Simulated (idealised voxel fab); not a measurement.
The following is a process module called voxel capacitor over wiring.
This is section cut - it's 265 nm across, gridded in 5 nm square cells.
A cross-section is a grid of square cells, given in bands from the top down. A band is one or more rows of cells. Basically the band line says how high the top is and how high the bottom is, in nm, and then what's in it from left to right, every material with its width in nm. Empty space shows up as "blank", and if a single material carries "everywhere" it runs the full band edge to edge. Heights from 0 (as-received wafer is one material below). Bottom band endless downward, as "z 0 and below". Width spec "30 to 40" -> top row of cells at first value, bottom row at second value, equal per-row change in between. A step reported as "no alteration" is a step in which no cell of the cross-section changed. Reported under the label "Completely enclosed voids" are the empty spaces having no open way to the top and comprising 8 cells or more; the notation for each is width x height at distance, in which the distance is measured from the left edge and all three values are in nm. Heads up: the bit after the settings on a step's line is the simulator's remark on that step. overlay nm: right-of-plan distance of the mask on a masked step; negative values mean left-of-plan. Reading guide: pairs of cross-sections, before and after one process step; after view cut off at lowest changed band; step and settings listed under each pair. Pairs may stem from different runs of this module on the same starting wafer; continuity with the pair above only where the "Snapshot before" entry states it.
Snapshot before
- z 0 and below  Si everywhere
- Completely enclosed voids: none
Cut View, Post-Step
- z 15 to 0  SiO2 everywhere
- Below 0 it's all the same as before, nothing changed down there.
- Completely enclosed voids: none
Step, before to after (see cross-sections above): op CONFORMAL_DEP | material SiO2 | thk nm 15
Snapshot before: after-state, pair directly above.
Cut View, Post-Step
- z 20 to 15  SiN everywhere
- Below 15 it's all the same as before, nothing changed down there.
- Completely enclosed voids: none
Step, before to after (see cross-sections above): op CONFORMAL_DEP | material SiN | thk nm 5
Snapshot before: after-state, pair directly above.
Cut View, Post-Step
- z 45 to 20  lowk everywhere
- Below 20 it's all the same as before, nothing changed down there.
- Completely enclosed voids: none
Step, before to after (see cross-sections above): op DIRECTIONAL_DEP | material lowk | thk nm 25
Snapshot before: after-state, pair directly above.
Cut View, Post-Step
- z 60 to 45  75 nm resist | 30 nm blank | 55 nm resist | 30 nm blank | 75 nm resist
- Below 45 it's all the same as before, nothing changed down there.
- Completely enclosed voids: none
Step, before to after (see cross-sections above): op PATTERN | tone open | mask id METAL_1 | material resist | width nm 30 | pitch nm 85 | thk nm 15 | overlay nm 0
Snapshot before: after-state, pair directly above.
Cut View, Post-Step
- z 60 to 45  75 nm resist | 30 nm blank | 55 nm resist | 30 nm blank | 75 nm resist
- z 45 to 20  75 nm lowk | 30 nm blank | 55 nm lowk | 30 nm blank | 75 nm lowk
- Below 20 it's all the same as before, nothing changed down there.
- Completely enclosed voids: none
Step, before to after (see cross-sections above): op DIRECTIONAL_ETCH | etch materials lowk | depth nm 25
Snapshot before: after-state, pair directly above.
Cut View, Post-Step
- z 60 to 45  75 nm resist | 30 nm blank | 55 nm resist | 30 nm blank | 75 nm resist
- z 45 to 20  75 nm lowk | 30 nm blank | 55 nm lowk | 30 nm blank | 75 nm lowk
- z 20 to 15  75 nm SiN | 30 nm blank | 55 nm SiN | 30 nm blank | 75 nm SiN
- Below 15 it's all the same as before, nothing changed down there.
- Completely enclosed voids: none
Step, before to after (see cross-sections above): op DIRECTIONAL_ETCH | etch materials SiN | depth nm 5
Snapshot before: after-state, pair directly above.
Cut View, Post-Step
- z 45 to 20  75 nm lowk | 30 nm blank | 55 nm lowk | 30 nm blank | 75 nm lowk
- Below 20 it's all the same as before, nothing changed down there.
- Completely enclosed voids: none
Step, before to after (see cross-sections above): op STRIP | etch materials resist
Snapshot before: after-state, pair directly above.
Cut View, Post-Step
- z 50 to 45  80 nm TiN | 20 nm blank | 65 nm TiN | 20 nm blank | 80 nm TiN
- z 45 to 20  75 nm lowk | 5 nm TiN | 20 nm blank | 5 nm TiN | 55 nm lowk | 5 nm TiN | 20 nm blank | 5 nm TiN | 75 nm lowk
- z 20 to 15  75 nm SiN | 30 nm TiN | 55 nm SiN | 30 nm TiN | 75 nm SiN
- Below 15 it's all the same as before, nothing changed down there.
- Completely enclosed voids: none
Step, before to after (see cross-sections above): op CONFORMAL_DEP | material TiN | thk nm 5
Snapshot before: after-state, pair directly above.
Cut View, Post-Step
- z 60 to 50  W everywhere
- z 50 to 45  80 nm TiN | 20 nm W | 65 nm TiN | 20 nm W | 80 nm TiN
- z 45 to 20  75 nm lowk | 5 nm TiN | 20 nm W | 5 nm TiN | 55 nm lowk | 5 nm TiN | 20 nm W | 5 nm TiN | 75 nm lowk
- Below 20 it's all the same as before, nothing changed down there.
- Completely enclosed voids: none
Step, before to after (see cross-sections above): op FILL_DEP | material W | thk nm 10
Snapshot before: after-state, pair directly above.
Cut View, Post-Step
- z 45 to 20  75 nm lowk | 5 nm TiN | 20 nm W | 5 nm TiN | 55 nm lowk | 5 nm TiN | 20 nm W | 5 nm TiN | 75 nm lowk
- Below 20 it's all the same as before, nothing changed down there.
- Completely enclosed voids: none
Step, before to after (see cross-sections above): op CMP | height nm 45
Snapshot before: after-state, pair directly above.
Cut View, Post-Step
- z 50 to 45  70 nm blank | 40 nm Ru | 45 nm blank | 40 nm Ru | 70 nm blank
- Below 45 it's all the same as before, nothing changed down there.
- Completely enclosed voids: none
Step, before to after (see cross-sections above): op EPI | material Ru | thk nm 5
Snapshot before: after-state, pair directly above.
Cut View, Post-Step
- z 55 to 50  SiCN everywhere
- z 50 to 45  70 nm SiCN | 40 nm Ru | 45 nm SiCN | 40 nm Ru | 70 nm SiCN
- Below 45 it's all the same as before, nothing changed down there.
- Completely enclosed voids: none
Step, before to after (see cross-sections above): op FILL_DEP | material SiCN | thk nm 5
Snapshot before: after-state, pair directly above.
Cut View, Post-Step
- z 75 to 55  lowk everywhere
- Below 55 it's all the same as before, nothing changed down there.
- Completely enclosed voids: none
Step, before to after (see cross-sections above): op DIRECTIONAL_DEP | material lowk | thk nm 20
Snapshot before: after-state, pair directly above.
Cut View, Post-Step
- z 75 to 55  90 nm lowk | 15 nm blank | 160 nm lowk
- Below 55 it's all the same as before, nothing changed down there.
- Completely enclosed voids: none
Step, before to after (see cross-sections above): op MASKED_ETCH | tone open | mask id PLUG_1 | width nm 15 | etch materials lowk | depth nm 20 | overlay nm 0
Snapshot before: after-state, pair directly above.
Cut View, Post-Step
- z 75 to 55  90 nm lowk | 15 nm blank | 160 nm lowk
- z 55 to 50  90 nm SiCN | 15 nm blank | 160 nm SiCN
- Below 50 it's all the same as before, nothing changed down there.
- Completely enclosed voids: none
Step, before to after (see cross-sections above): op MASKED_ETCH | tone open | mask id PLUG_1 | width nm 15 | etch materials SiCN | depth nm 5 | overlay nm 0
Snapshot before: after-state, pair directly above.
Cut View, Post-Step
- z 80 to 75  95 nm TiN | 5 nm blank | 165 nm TiN
- z 75 to 55  90 nm lowk | 5 nm TiN | 5 nm blank | 5 nm TiN | 160 nm lowk
- z 55 to 50  90 nm SiCN | 15 nm TiN | 160 nm SiCN
- Below 50 it's all the same as before, nothing changed down there.
- Completely enclosed voids: none
Step, before to after (see cross-sections above): op CONFORMAL_DEP | material TiN | thk nm 5
Snapshot before: after-state, pair directly above.
Cut View, Post-Step
- z 85 to 80  Cu everywhere
- z 80 to 75  95 nm TiN | 5 nm Cu | 165 nm TiN
- z 75 to 55  90 nm lowk | 5 nm TiN | 5 nm Cu | 5 nm TiN | 160 nm lowk
- Below 55 it's all the same as before, nothing changed down there.
- Completely enclosed voids: none
Step, before to after (see cross-sections above): op FILL_DEP | material Cu | thk nm 5
Snapshot before: after-state, pair directly above.
Cut View, Post-Step
- z 75 to 55  90 nm lowk | 5 nm TiN | 5 nm Cu | 5 nm TiN | 160 nm lowk
- Below 55 it's all the same as before, nothing changed down there.
- Completely enclosed voids: none
Step, before to after (see cross-sections above): op CMP | height nm 75
Snapshot before: after-state, pair directly above.
Cut View, Post-Step
- z 85 to 75  TiN everywhere
- Below 75 it's all the same as before, nothing changed down there.
- Completely enclosed voids: none
Step, before to after (see cross-sections above): op DIRECTIONAL_DEP | material TiN | thk nm 10
Snapshot before: after-state, pair directly above.
Cut View, Post-Step
- z 90 to 85  HfO2 everywhere
- Below 85 it's all the same as before, nothing changed down there.
- Completely enclosed voids: none
Step, before to after (see cross-sections above): op DIRECTIONAL_DEP | material HfO2 | thk nm 5
Snapshot before: after-state, pair directly above.
Cut View, Post-Step
- z 95 to 90  TiN everywhere
- Below 90 it's all the same as before, nothing changed down there.
- Completely enclosed voids: none
Step, before to after (see cross-sections above): op DIRECTIONAL_DEP | material TiN | thk nm 5
Snapshot before: after-state, pair directly above.
Cut View, Post-Step
- z 110 to 95  aC everywhere
- Below 95 it's all the same as before, nothing changed down there.
- Completely enclosed voids: none
Step, before to after (see cross-sections above): op DIRECTIONAL_DEP | material aC | thk nm 15
Snapshot before: after-state, pair directly above.
Cut View, Post-Step
- z 145 to 110  90 nm blank | 60 nm resist | 115 nm blank
- Below 110 it's all the same as before, nothing changed down there.
- Completely enclosed voids: none
Step, before to after (see cross-sections above): op PATTERN | tone cover | mask id UPPER_PLATE | material resist | width nm 60 | thk nm 35 | overlay nm 0
Snapshot before: after-state, pair directly above.
Cut View, Post-Step
- z 130 to 110  90 nm blank | 60 nm resist | 115 nm blank
- z 110 to 95  90 nm blank | 60 nm aC | 115 nm blank
- Below 95 it's all the same as before, nothing changed down there.
- Completely enclosed voids: none
Step, before to after (see cross-sections above): op DIRECTIONAL_ETCH | etch materials aC | depth nm 15
Snapshot before: after-state, pair directly above.
Cut View, Post-Step
- z 110 to 95  90 nm blank | 60 nm aC | 115 nm blank
- Below 95 it's all the same as before, nothing changed down there.
- Completely enclosed voids: none
Step, before to after (see cross-sections above): op STRIP | etch materials resist
Snapshot before: after-state, pair directly above.
Cut View, Post-Step
- z 110 to 95  90 nm blank | 60 nm aC | 115 nm blank
- z 95 to 90  90 nm blank | 60 nm TiN | 115 nm blank
- Below 90 it's all the same as before, nothing changed down there.
- Completely enclosed voids: none
Step, before to after (see cross-sections above): op DIRECTIONAL_ETCH | etch materials TiN | depth nm 5
Snapshot before: after-state, pair directly above.
Cut View, Post-Step
- z 110 to 95  90 nm blank | 60 nm aC | 115 nm blank
- z 95 to 90  90 nm blank | 60 nm TiN | 115 nm blank
- z 90 to 85  90 nm blank | 60 nm HfO2 | 115 nm blank
- Below 85 it's all the same as before, nothing changed down there.
- Completely enclosed voids: none
Step, before to after (see cross-sections above): op DIRECTIONAL_ETCH | etch materials HfO2 | depth nm 5
Snapshot before: after-state, pair directly above.
Cut View, Post-Step
- z 95 to 90  90 nm blank | 60 nm TiN | 115 nm blank
- Below 90 it's all the same as before, nothing changed down there.
- Completely enclosed voids: none
Step, before to after (see cross-sections above): op STRIP | etch materials aC
Snapshot before: after-state, pair directly above.
Cut View, Post-Step
- z 95 to 90  90 nm blank | 60 nm TiN | 115 nm blank
- z 90 to 85  90 nm blank | 60 nm HfO2 | 115 nm blank
- z 85 to 75  85 nm blank | 70 nm TiN | 110 nm blank
- Below 75 it's all the same as before, nothing changed down there.
- Completely enclosed voids: none
Step, before to after (see cross-sections above): op MASKED_ETCH | tone cover | mask id LOWER_PLATE | width nm 70 | etch materials TiN | depth nm 10 | overlay nm 0
Snapshot before: after-state, pair directly above.
Cut View, Post-Step
- z 110 to 95  SiO2 everywhere
- z 95 to 90  90 nm SiO2 | 60 nm TiN | 115 nm SiO2
- z 90 to 85  90 nm SiO2 | 60 nm HfO2 | 115 nm SiO2
- z 85 to 75  85 nm SiO2 | 70 nm TiN | 110 nm SiO2
- Below 75 it's all the same as before, nothing changed down there.
- Completely enclosed voids: none
Step, before to after (see cross-sections above): op FILL_DEP | material SiO2 | thk nm 15
Snapshot before: after-state, pair directly above.
Cut View, Post-Step
- z 105 to 95  SiO2 everywhere
- Below 95 it's all the same as before, nothing changed down there.
- Completely enclosed voids: none
Step, before to after (see cross-sections above): op CMP | height nm 105
Snapshot before: after-state, pair directly above.
Cut View, Post-Step
- z 120 to 105  100 nm resist | 15 nm blank | 150 nm resist
- Below 105 it's all the same as before, nothing changed down there.
- Completely enclosed voids: none
Step, before to after (see cross-sections above): op PATTERN | tone open | mask id PLUG_2 | material resist | width nm 15 | thk nm 15 | overlay nm 0
Snapshot before: after-state, pair directly above.
Cut View, Post-Step
- z 120 to 105  100 nm resist | 15 nm blank | 150 nm resist
- z 105 to 95  100 nm SiO2 | 15 nm blank | 150 nm SiO2
- Below 95 it's all the same as before, nothing changed down there.
- Completely enclosed voids: none
Step, before to after (see cross-sections above): op DIRECTIONAL_ETCH | etch materials SiO2 | depth nm 10
Snapshot before: after-state, pair directly above.
Cut View, Post-Step
- z 105 to 95  100 nm SiO2 | 15 nm blank | 150 nm SiO2
- Below 95 it's all the same as before, nothing changed down there.
- Completely enclosed voids: none
Step, before to after (see cross-sections above): op STRIP | etch materials resist
Snapshot before: after-state, pair directly above.
Cut View, Post-Step
- z 110 to 105  105 nm TiN | 5 nm blank | 155 nm TiN
- z 105 to 100  100 nm SiO2 | 5 nm TiN | 5 nm blank | 5 nm TiN | 150 nm SiO2
- z 100 to 90  100 to 90 nm SiO2 | 15 to 60 nm TiN | 150 to 115 nm SiO2
- Below 90 it's all the same as before, nothing changed down there.
- Completely enclosed voids: none
Step, before to after (see cross-sections above): op CONFORMAL_DEP | material TiN | thk nm 5
Snapshot before: after-state, pair directly above.
Cut View, Post-Step
- z 115 to 110  Ru everywhere
- z 110 to 105  105 nm TiN | 5 nm Ru | 155 nm TiN
- z 105 to 100  100 nm SiO2 | 5 nm TiN | 5 nm Ru | 5 nm TiN | 150 nm SiO2
- Below 100 it's all the same as before, nothing changed down there.
- Completely enclosed voids: none
Step, before to after (see cross-sections above): op FILL_DEP | material Ru | thk nm 5
Snapshot before: after-state, pair directly above.
Cut View, Post-Step
- z 105 to 100  100 nm SiO2 | 5 nm TiN | 5 nm Ru | 5 nm TiN | 150 nm SiO2
- Below 100 it's all the same as before, nothing changed down there.
- Completely enclosed voids: none
Step, before to after (see cross-sections above): op CMP | height nm 105
Snapshot before: after-state, pair directly above.
Cut View, Post-Step
- z 110 to 105  SiCN everywhere
- Below 105 it's all the same as before, nothing changed down there.
- Completely enclosed voids: none
Step, before to after (see cross-sections above): op CONFORMAL_DEP | material SiCN | thk nm 5
Snapshot before
- z 50 to 45  70 nm blank | 40 nm Ru | 45 nm blank | 40 nm Ru | 70 nm blank
- z 45 to 20  75 nm lowk | 5 nm TiN | 20 nm W | 5 nm TiN | 55 nm lowk | 5 nm TiN | 20 nm W | 5 nm TiN | 75 nm lowk
- z 20 to 15  75 nm SiN | 30 nm TiN | 55 nm SiN | 30 nm TiN | 75 nm SiN
- z 15 to 0  SiO2 everywhere
- z 0 and below  Si everywhere
- Completely enclosed voids: none
Cut View, Post-Step
- z 70 to 65  70 nm blank | 40 nm lowk | 45 nm blank | 40 nm lowk | 70 nm blank
- z 65 to 50  lowk everywhere
- z 50 to 45  70 nm lowk | 40 nm Ru | 45 nm lowk | 40 nm Ru | 70 nm lowk
- Below 45 it's all the same as before, nothing changed down there.
- Completely enclosed voids: none
Step, before to after (see cross-sections above): op DIRECTIONAL_DEP | material lowk | thk nm 20
Snapshot before: after-state, pair directly above.
Cut View, Post-Step
- z 70 to 65  70 nm blank | 20 nm lowk | 15 nm blank | 5 nm lowk | 45 nm blank | 40 nm lowk | 70 nm blank
- z 65 to 50  90 nm lowk | 15 nm blank | 160 nm lowk
- Below 50 it's all the same as before, nothing changed down there.
- Completely enclosed voids: none
Step, before to after (see cross-sections above): op MASKED_ETCH | tone open | mask id PLUG_1 | width nm 15 | etch materials lowk | depth nm 20 | overlay nm 0
Snapshot before: after-state, pair directly above.
Cut View, Post-Step
- z 75 to 70  65 nm blank | 30 nm TiN | 5 nm blank | 15 nm TiN | 35 nm blank | 50 nm TiN | 65 nm blank
- z 70 to 65  70 nm TiN | 20 nm lowk | 5 nm TiN | 5 nm blank | 5 nm TiN | 5 nm lowk | 45 nm TiN | 40 nm lowk | 70 nm TiN
- z 65 to 55  90 nm lowk | 5 nm TiN | 5 nm blank | 5 nm TiN | 160 nm lowk
- z 55 to 50  90 nm lowk | 15 nm TiN | 160 nm lowk
- Below 50 it's all the same as before, nothing changed down there.
- Completely enclosed voids: none
Step, before to after (see cross-sections above): op CONFORMAL_DEP | material TiN | thk nm 5
Snapshot before: after-state, pair directly above.
Cut View, Post-Step
- z 80 to 75  Cu everywhere
- z 75 to 70  65 nm Cu | 30 nm TiN | 5 nm Cu | 15 nm TiN | 35 nm Cu | 50 nm TiN | 65 nm Cu
- z 70 to 65  70 nm TiN | 20 nm lowk | 5 nm TiN | 5 nm Cu | 5 nm TiN | 5 nm lowk | 45 nm TiN | 40 nm lowk | 70 nm TiN
- z 65 to 55  90 nm lowk | 5 nm TiN | 5 nm Cu | 5 nm TiN | 160 nm lowk
- Below 55 it's all the same as before, nothing changed down there.
- Completely enclosed voids: none
Step, before to after (see cross-sections above): op FILL_DEP | material Cu | thk nm 5
Snapshot before: after-state, pair directly above.
Cut View, Post-Step
- z 75 to 70  65 nm Cu | 30 nm TiN | 5 nm Cu | 15 nm TiN | 35 nm Cu | 50 nm TiN | 65 nm Cu
- Below 70 it's all the same as before, nothing changed down there.
- Completely enclosed voids: none
Step, before to after (see cross-sections above): op CMP | height nm 75
Snapshot before: after-state, pair directly above.
Cut View, Post-Step
- z 85 to 75  TiN everywhere
- Below 75 it's all the same as before, nothing changed down there.
- Completely enclosed voids: none
Step, before to after (see cross-sections above): op DIRECTIONAL_DEP | material TiN | thk nm 10
Snapshot before: after-state, pair directly above.
Cut View, Post-Step
- z 90 to 85  HfO2 everywhere
- Below 85 it's all the same as before, nothing changed down there.
- Completely enclosed voids: none
Step, before to after (see cross-sections above): op DIRECTIONAL_DEP | material HfO2 | thk nm 5
Snapshot before: after-state, pair directly above.
Cut View, Post-Step
- z 95 to 90  TiN everywhere
- Below 90 it's all the same as before, nothing changed down there.
- Completely enclosed voids: none
Step, before to after (see cross-sections above): op DIRECTIONAL_DEP | material TiN | thk nm 5
Snapshot before: after-state, pair directly above.
Cut View, Post-Step
- z 110 to 95  aC everywhere
- Below 95 it's all the same as before, nothing changed down there.
- Completely enclosed voids: none
Step, before to after (see cross-sections above): op DIRECTIONAL_DEP | material aC | thk nm 15
Snapshot before: after-state, pair directly above.
Cut View, Post-Step
- z 145 to 110  90 nm blank | 60 nm resist | 115 nm blank
- Below 110 it's all the same as before, nothing changed down there.
- Completely enclosed voids: none
Step, before to after (see cross-sections above): op PATTERN | tone cover | mask id UPPER_PLATE | material resist | width nm 60 | thk nm 35 | overlay nm 0
Snapshot before: after-state, pair directly above.
Cut View, Post-Step
- z 130 to 110  90 nm blank | 60 nm resist | 115 nm blank
- z 110 to 95  90 nm blank | 60 nm aC | 115 nm blank
- Below 95 it's all the same as before, nothing changed down there.
- Completely enclosed voids: none
Step, before to after (see cross-sections above): op DIRECTIONAL_ETCH | etch materials aC | depth nm 15
Snapshot before: after-state, pair directly above.
Cut View, Post-Step
- z 110 to 95  90 nm blank | 60 nm aC | 115 nm blank
- Below 95 it's all the same as before, nothing changed down there.
- Completely enclosed voids: none
Step, before to after (see cross-sections above): op STRIP | etch materials resist
Snapshot before: after-state, pair directly above.
Cut View, Post-Step
- z 110 to 95  90 nm blank | 60 nm aC | 115 nm blank
- z 95 to 90  90 nm blank | 60 nm TiN | 115 nm blank
- Below 90 it's all the same as before, nothing changed down there.
- Completely enclosed voids: none
Step, before to after (see cross-sections above): op DIRECTIONAL_ETCH | etch materials TiN | depth nm 5
Snapshot before: after-state, pair directly above.
Cut View, Post-Step
- z 110 to 95  90 nm blank | 60 nm aC | 115 nm blank
- z 95 to 90  90 nm blank | 60 nm TiN | 115 nm blank
- z 90 to 85  90 nm blank | 60 nm HfO2 | 115 nm blank
- Below 85 it's all the same as before, nothing changed down there.
- Completely enclosed voids: none
Step, before to after (see cross-sections above): op DIRECTIONAL_ETCH | etch materials HfO2 | depth nm 5
Snapshot before: after-state, pair directly above.
Cut View, Post-Step
- z 95 to 90  90 nm blank | 60 nm TiN | 115 nm blank
- Below 90 it's all the same as before, nothing changed down there.
- Completely enclosed voids: none
Step, before to after (see cross-sections above): op STRIP | etch materials aC
Snapshot before: after-state, pair directly above.
Cut View, Post-Step
- z 95 to 90  90 nm blank | 60 nm TiN | 115 nm blank
- z 90 to 85  90 nm blank | 60 nm HfO2 | 115 nm blank
- z 85 to 75  85 nm blank | 70 nm TiN | 110 nm blank
- Below 75 it's all the same as before, nothing changed down there.
- Completely enclosed voids: none
Step, before to after (see cross-sections above): op MASKED_ETCH | tone cover | mask id LOWER_PLATE | width nm 70 | etch materials TiN | depth nm 10 | overlay nm 0
Snapshot before: after-state, pair directly above.
Cut View, Post-Step
- z 110 to 95  SiO2 everywhere
- z 95 to 90  90 nm SiO2 | 60 nm TiN | 115 nm SiO2
- z 90 to 85  90 nm SiO2 | 60 nm HfO2 | 115 nm SiO2
- z 85 to 75  85 nm SiO2 | 70 nm TiN | 110 nm SiO2
- Below 75 it's all the same as before, nothing changed down there.
- Completely enclosed voids: none
Step, before to after (see cross-sections above): op FILL_DEP | material SiO2 | thk nm 15
Snapshot before: after-state, pair directly above.
Cut View, Post-Step
- z 105 to 95  SiO2 everywhere
- Below 95 it's all the same as before, nothing changed down there.
- Completely enclosed voids: none
Step, before to after (see cross-sections above): op CMP | height nm 105
Snapshot before: after-state, pair directly above.
Cut View, Post-Step
- z 120 to 105  100 nm resist | 15 nm blank | 150 nm resist
- Below 105 it's all the same as before, nothing changed down there.
- Completely enclosed voids: none
Step, before to after (see cross-sections above): op PATTERN | tone open | mask id PLUG_2 | material resist | width nm 15 | thk nm 15 | overlay nm 0
Snapshot before: after-state, pair directly above.
Cut View, Post-Step
- z 120 to 105  100 nm resist | 15 nm blank | 150 nm resist
- z 105 to 95  100 nm SiO2 | 15 nm blank | 150 nm SiO2
- Below 95 it's all the same as before, nothing changed down there.
- Completely enclosed voids: none
Step, before to after (see cross-sections above): op DIRECTIONAL_ETCH | etch materials SiO2 | depth nm 10
Snapshot before: after-state, pair directly above.
Cut View, Post-Step
- z 105 to 95  100 nm SiO2 | 15 nm blank | 150 nm SiO2
- Below 95 it's all the same as before, nothing changed down there.
- Completely enclosed voids: none
Step, before to after (see cross-sections above): op STRIP | etch materials resist
Snapshot before: after-state, pair directly above.
Cut View, Post-Step
- z 110 to 105  105 nm TiN | 5 nm blank | 155 nm TiN
- z 105 to 100  100 nm SiO2 | 5 nm TiN | 5 nm blank | 5 nm TiN | 150 nm SiO2
- z 100 to 90  100 to 90 nm SiO2 | 15 to 60 nm TiN | 150 to 115 nm SiO2
- Below 90 it's all the same as before, nothing changed down there.
- Completely enclosed voids: none
Step, before to after (see cross-sections above): op CONFORMAL_DEP | material TiN | thk nm 5
Snapshot before: after-state, pair directly above.
Cut View, Post-Step
- z 115 to 110  Ru everywhere
- z 110 to 105  105 nm TiN | 5 nm Ru | 155 nm TiN
- z 105 to 100  100 nm SiO2 | 5 nm TiN | 5 nm Ru | 5 nm TiN | 150 nm SiO2
- Below 100 it's all the same as before, nothing changed down there.
- Completely enclosed voids: none
Step, before to after (see cross-sections above): op FILL_DEP | material Ru | thk nm 5
Snapshot before: after-state, pair directly above.
Cut View, Post-Step
- z 105 to 100  100 nm SiO2 | 5 nm TiN | 5 nm Ru | 5 nm TiN | 150 nm SiO2
- Below 100 it's all the same as before, nothing changed down there.
- Completely enclosed voids: none
Step, before to after (see cross-sections above): op CMP | height nm 105
Snapshot before: after-state, pair directly above.
Cut View, Post-Step
- z 110 to 105  SiCN everywhere
- Below 105 it's all the same as before, nothing changed down there.
- Completely enclosed voids: none
Step, before to after (see cross-sections above): op CONFORMAL_DEP | material SiCN | thk nm 5
Snapshot before
- z 15 to 0  SiO2 everywhere
- z 0 and below  Si everywhere
- Completely enclosed voids: none
Cut View, Post-Step
- z 30 to 0  SiO2 everywhere
- Below 0 it's all the same as before, nothing changed down there.
- Completely enclosed voids: none
Step, before to after (see cross-sections above): op CONFORMAL_DEP | material SiO2 | thk nm 15
Snapshot before: after-state, pair directly above.
Cut View, Post-Step
- z 35 to 30  SiN everywhere
- Below 30 it's all the same as before, nothing changed down there.
- Completely enclosed voids: none
Step, before to after (see cross-sections above): op CONFORMAL_DEP | material SiN | thk nm 5
Snapshot before: after-state, pair directly above.
Cut View, Post-Step
- z 60 to 35  lowk everywhere
- Below 35 it's all the same as before, nothing changed down there.
- Completely enclosed voids: none
Step, before to after (see cross-sections above): op DIRECTIONAL_DEP | material lowk | thk nm 25
Snapshot before: after-state, pair directly above.
Cut View, Post-Step
- z 75 to 60  75 nm resist | 30 nm blank | 55 nm resist | 30 nm blank | 75 nm resist
- Below 60 it's all the same as before, nothing changed down there.
- Completely enclosed voids: none
Step, before to after (see cross-sections above): op PATTERN | tone open | mask id METAL_1 | material resist | width nm 30 | pitch nm 85 | thk nm 15 | overlay nm 0
Snapshot before: after-state, pair directly above.
Cut View, Post-Step
- z 75 to 60  75 nm resist | 30 nm blank | 55 nm resist | 30 nm blank | 75 nm resist
- z 60 to 35  75 nm lowk | 30 nm blank | 55 nm lowk | 30 nm blank | 75 nm lowk
- Below 35 it's all the same as before, nothing changed down there.
- Completely enclosed voids: none
Step, before to after (see cross-sections above): op DIRECTIONAL_ETCH | etch materials lowk | depth nm 25
Snapshot before: after-state, pair directly above.
Cut View, Post-Step
- z 75 to 60  75 nm resist | 30 nm blank | 55 nm resist | 30 nm blank | 75 nm resist
- z 60 to 35  75 nm lowk | 30 nm blank | 55 nm lowk | 30 nm blank | 75 nm lowk
- z 35 to 30  75 nm SiN | 30 nm blank | 55 nm SiN | 30 nm blank | 75 nm SiN
- Below 30 it's all the same as before, nothing changed down there.
- Completely enclosed voids: none
Step, before to after (see cross-sections above): op DIRECTIONAL_ETCH | etch materials SiN | depth nm 5
Snapshot before: after-state, pair directly above.
Cut View, Post-Step
- z 60 to 35  75 nm lowk | 30 nm blank | 55 nm lowk | 30 nm blank | 75 nm lowk
- Below 35 it's all the same as before, nothing changed down there.
- Completely enclosed voids: none
Step, before to after (see cross-sections above): op STRIP | etch materials resist
Snapshot before: after-state, pair directly above.
Cut View, Post-Step
- z 65 to 60  80 nm TiN | 20 nm blank | 65 nm TiN | 20 nm blank | 80 nm TiN
- z 60 to 35  75 nm lowk | 5 nm TiN | 20 nm blank | 5 nm TiN | 55 nm lowk | 5 nm TiN | 20 nm blank | 5 nm TiN | 75 nm lowk
- z 35 to 30  75 nm SiN | 30 nm TiN | 55 nm SiN | 30 nm TiN | 75 nm SiN
- Below 30 it's all the same as before, nothing changed down there.
- Completely enclosed voids: none
Step, before to after (see cross-sections above): op CONFORMAL_DEP | material TiN | thk nm 5
Snapshot before: after-state, pair directly above.
Cut View, Post-Step
- z 75 to 65  W everywhere
- z 65 to 60  80 nm TiN | 20 nm W | 65 nm TiN | 20 nm W | 80 nm TiN
- z 60 to 35  75 nm lowk | 5 nm TiN | 20 nm W | 5 nm TiN | 55 nm lowk | 5 nm TiN | 20 nm W | 5 nm TiN | 75 nm lowk
- Below 35 it's all the same as before, nothing changed down there.
- Completely enclosed voids: none
Step, before to after (see cross-sections above): op FILL_DEP | material W | thk nm 10
Snapshot before: after-state, pair directly above.
Cut View, Post-Step
- z 45 to 35  75 nm lowk | 5 nm TiN | 20 nm W | 5 nm TiN | 55 nm lowk | 5 nm TiN | 20 nm W | 5 nm TiN | 75 nm lowk
- Below 35 it's all the same as before, nothing changed down there.
- Completely enclosed voids: none
Step, before to after (see cross-sections above): op CMP | height nm 45
Snapshot before: after-state, pair directly above.
Cut View, Post-Step
- z 50 to 45  70 nm blank | 40 nm Ru | 45 nm blank | 40 nm Ru | 70 nm blank
- Below 45 it's all the same as before, nothing changed down there.
- Completely enclosed voids: none
Step, before to after (see cross-sections above): op EPI | material Ru | thk nm 5
Snapshot before: after-state, pair directly above.
Cut View, Post-Step
- z 55 to 50  SiCN everywhere
- z 50 to 45  70 nm SiCN | 40 nm Ru | 45 nm SiCN | 40 nm Ru | 70 nm SiCN
- Below 45 it's all the same as before, nothing changed down there.
- Completely enclosed voids: none
Step, before to after (see cross-sections above): op FILL_DEP | material SiCN | thk nm 5
Snapshot before: after-state, pair directly above.
Cut View, Post-Step
- z 75 to 55  lowk everywhere
- Below 55 it's all the same as before, nothing changed down there.
- Completely enclosed voids: none
Step, before to after (see cross-sections above): op DIRECTIONAL_DEP | material lowk | thk nm 20
Snapshot before: after-state, pair directly above.
Cut View, Post-Step
- z 75 to 55  90 nm lowk | 15 nm blank | 160 nm lowk
- Below 55 it's all the same as before, nothing changed down there.
- Completely enclosed voids: none
Step, before to after (see cross-sections above): op MASKED_ETCH | tone open | mask id PLUG_1 | width nm 15 | etch materials lowk | depth nm 20 | overlay nm 0
Snapshot before: after-state, pair directly above.
Cut View, Post-Step
- z 75 to 55  90 nm lowk | 15 nm blank | 160 nm lowk
- z 55 to 50  90 nm SiCN | 15 nm blank | 160 nm SiCN
- Below 50 it's all the same as before, nothing changed down there.
- Completely enclosed voids: none
Step, before to after (see cross-sections above): op MASKED_ETCH | tone open | mask id PLUG_1 | width nm 15 | etch materials SiCN | depth nm 5 | overlay nm 0
Snapshot before: after-state, pair directly above.
Cut View, Post-Step
- z 80 to 75  95 nm TiN | 5 nm blank | 165 nm TiN
- z 75 to 55  90 nm lowk | 5 nm TiN | 5 nm blank | 5 nm TiN | 160 nm lowk
- z 55 to 50  90 nm SiCN | 15 nm TiN | 160 nm SiCN
- Below 50 it's all the same as before, nothing changed down there.
- Completely enclosed voids: none
Step, before to after (see cross-sections above): op CONFORMAL_DEP | material TiN | thk nm 5
Snapshot before: after-state, pair directly above.
Cut View, Post-Step
- z 85 to 80  Cu everywhere
- z 80 to 75  95 nm TiN | 5 nm Cu | 165 nm TiN
- z 75 to 55  90 nm lowk | 5 nm TiN | 5 nm Cu | 5 nm TiN | 160 nm lowk
- Below 55 it's all the same as before, nothing changed down there.
- Completely enclosed voids: none
Step, before to after (see cross-sections above): op FILL_DEP | material Cu | thk nm 5
Snapshot before: after-state, pair directly above.
Cut View, Post-Step
- z 75 to 55  90 nm lowk | 5 nm TiN | 5 nm Cu | 5 nm TiN | 160 nm lowk
- Below 55 it's all the same as before, nothing changed down there.
- Completely enclosed voids: none
Step, before to after (see cross-sections above): op CMP | height nm 75
